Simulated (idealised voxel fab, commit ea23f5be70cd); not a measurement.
Module name: voxel wiring stack (process module)
Cross-section cut: width 200 nm, square cells of 5 nm.
In what follows, cross-sections appear as grids of square cells, described through bands that run from the top down, where every band is one or more rows of cells.
Per band: top height and bottom height in nm, followed by the left-to-right materials and their widths in nm; "edge to edge" marks a single material spanning edge to edge, "blank" marks empty space.
Ref level 0: as-received wafer is one material below here. Bottom band extends down with no lower bound ("0 and below").
Note: "30->40" means the width goes from the first number (top row of the band) to the second number (bottom row) in equal steps per row of cells.
Step note "stayed the same" = no cross-section cell changed.
Heads up: "Closed empty spaces" only lists the empty pockets with no open path to the top that are 8 cells or more, and it writes them as width x height at distance, distance from the left edge, in nm.
after a step's settings: what the simulator itself notes on the step
overlay nm: mask right of planned place by this much (step with mask). Neg. = left.
-- Process steps (planned)
1: RECEIVE (material Si)
2: CONFORMAL_DEP (material SiO2; thk nm 15)
3: DIRECTIONAL_DEP (material TiN; thk nm 5)
4: DIRECTIONAL_DEP (material Ru; thk nm 20)
5: MASKED_ETCH (tone cover; mask id METAL_1; width nm 30; pitch nm 60; etch materials Ru; depth nm 20; overlay nm 0)
6: MASKED_ETCH (tone cover; mask id METAL_1; width nm 30; pitch nm 60; etch materials TiN; depth nm 5; overlay nm 0)
7: CONFORMAL_DEP (material SiCN; thk nm 5)
8: FILL_DEP (material SiO2; thk nm 5)
9: CMP (height nm 40)
10: CONFORMAL_DEP (material SiCN; thk nm 5)
11: DIRECTIONAL_DEP (material lowk; thk nm 30)
12: PATTERN (tone open; mask id METAL_2_HOLES; material resist; width nm 15; pitch nm 60; thk nm 20; overlay nm 0)
13: DIRECTIONAL_ETCH (etch materials lowk; depth nm 30)
14: STRIP (etch materials resist)
15: MASKED_ETCH (tone open; mask id METAL_2; width nm 30; pitch nm 60; etch materials lowk; depth nm 20; overlay nm 0)
16: MASKED_ETCH (tone open; mask id METAL_2; width nm 30; pitch nm 60; etch materials SiCN; depth nm 5; overlay nm 0)
17: CONFORMAL_DEP (material TiN; thk nm 5)
18: FILL_DEP (material Cu; thk nm 10)
19: CMP (height nm 75)
20: CONFORMAL_DEP (material SiCN; thk nm 5)
21: DIRECTIONAL_DEP (material lowk; thk nm 35)
22: MASKED_ETCH (tone open; mask id METAL_3; width nm 30; pitch nm 60; etch materials lowk; depth nm 20; overlay nm 0)
23: MASKED_ETCH (tone open; mask id METAL_3_HOLES; width nm 15; etch materials lowk; depth nm 15; overlay nm 0)
24: MASKED_ETCH (tone open; mask id METAL_3_HOLES; width nm 15; etch materials SiCN; depth nm 5; overlay nm 0)
25: CONFORMAL_DEP (material TiN; thk nm 5)
26: FILL_DEP (material Ru; thk nm 10)
27: CMP (height nm 115)
28: CONFORMAL_DEP (material SiCN; thk nm 5)
-- The cross-section here shows the wafer as received, i.e. in its state after step 1
	0 and below: Si edge to edge
	Closed empty spaces: none
-- First wafer of two, sectioned at end of module; run went per plan
	120 down to 115: SiCN edge to edge
	115 down to 100: 55 nm lowk / 5 nm TiN / 20 nm Ru / 5 nm TiN / 30 nm lowk / 5 nm TiN / 20 nm Ru / 5 nm TiN / 55 nm lowk
	100 down to 95: 55 nm lowk / 5 nm TiN / 5 nm Ru / 20 nm TiN / 30 nm lowk / 30 nm TiN / 55 nm lowk
	95 down to 80: 55 nm lowk / 5 nm TiN / 5 nm Ru / 5 nm TiN / 130 nm lowk
	80 down to 75: 55 nm SiCN / 15 nm TiN / 130 nm SiCN
	75 down to 60: 55 nm lowk / 5 nm TiN / 20 nm Cu / 5 nm TiN / 30 nm lowk / 5 nm TiN / 20 nm Cu / 5 nm TiN / 55 nm lowk
	60 down to 55: 55 nm lowk / 5 nm TiN / 5 nm Cu / 20 nm TiN / 30 nm lowk / 5 nm TiN / 5 nm Cu / 20 nm TiN / 55 nm lowk
	55 down to 45: 55 nm lowk / 5 nm TiN / 5 nm Cu / 5 nm TiN / 45 nm lowk / 5 nm TiN / 5 nm Cu / 5 nm TiN / 70 nm lowk
	45 down to 40: 55 nm SiCN / 15 nm TiN / 45 nm SiCN / 15 nm TiN / 70 nm SiCN
	40 down to 20: 50 nm SiO2 / 5 nm SiCN / 30 nm Ru / 5 nm SiCN / 20 nm SiO2 / 5 nm SiCN / 30 nm Ru / 5 nm SiCN / 50 nm SiO2
	20 down to 15: 55 nm SiCN / 30 nm TiN / 30 nm SiCN / 30 nm TiN / 55 nm SiCN
	15 down to 0: SiO2 edge to edge
	0 and below: Si edge to edge
	Closed empty spaces: none
-- Cross-section, second wafer: same start as the first, same plan as the first, one mistake in running it; taken at the end of the module
	120 down to 115: SiCN edge to edge
	115 down to 100: 55 nm lowk / 5 nm TiN / 20 nm Ru / 5 nm TiN / 30 nm lowk / 5 nm TiN / 20 nm Ru / 5 nm TiN / 55 nm lowk
	100 down to 95: 55 nm lowk / 5 nm TiN / 5 nm Ru / 20 nm TiN / 30 nm lowk / 30 nm TiN / 55 nm lowk
	95 down to 80: 55 nm lowk / 5 nm TiN / 5 nm Ru / 5 nm TiN / 130 nm lowk
	80 down to 75: 55 nm SiCN / 15 nm TiN / 130 nm SiCN
	75 down to 60: 55 nm lowk / 5 nm TiN / 5 nm Cu / 5 nm TiN / 45 nm lowk / 5 nm TiN / 5 nm Cu / 5 nm TiN / 70 nm lowk
	60 down to 55: 55 nm lowk / 15 nm TiN / 45 nm lowk / 15 nm TiN / 70 nm lowk
	55 down to 45: lowk edge to edge
	45 down to 40: SiCN edge to edge
	40 down to 20: 50 nm SiO2 / 5 nm SiCN / 30 nm Ru / 5 nm SiCN / 20 nm SiO2 / 5 nm SiCN / 30 nm Ru / 5 nm SiCN / 50 nm SiO2
	20 down to 15: 55 nm SiCN / 30 nm TiN / 30 nm SiCN / 30 nm TiN / 55 nm SiCN
	15 down to 0: SiO2 edge to edge
	0 and below: Si edge to edge
	Closed empty spaces: none
Error vs. plan: the plan had its step 11 run twice
At the finish, the second wafer shows more or fewer cells for some materials than the first does: Cu: 24 fewer; SiCN: 6 more; TiN: 18 fewer; lowk: 36 more
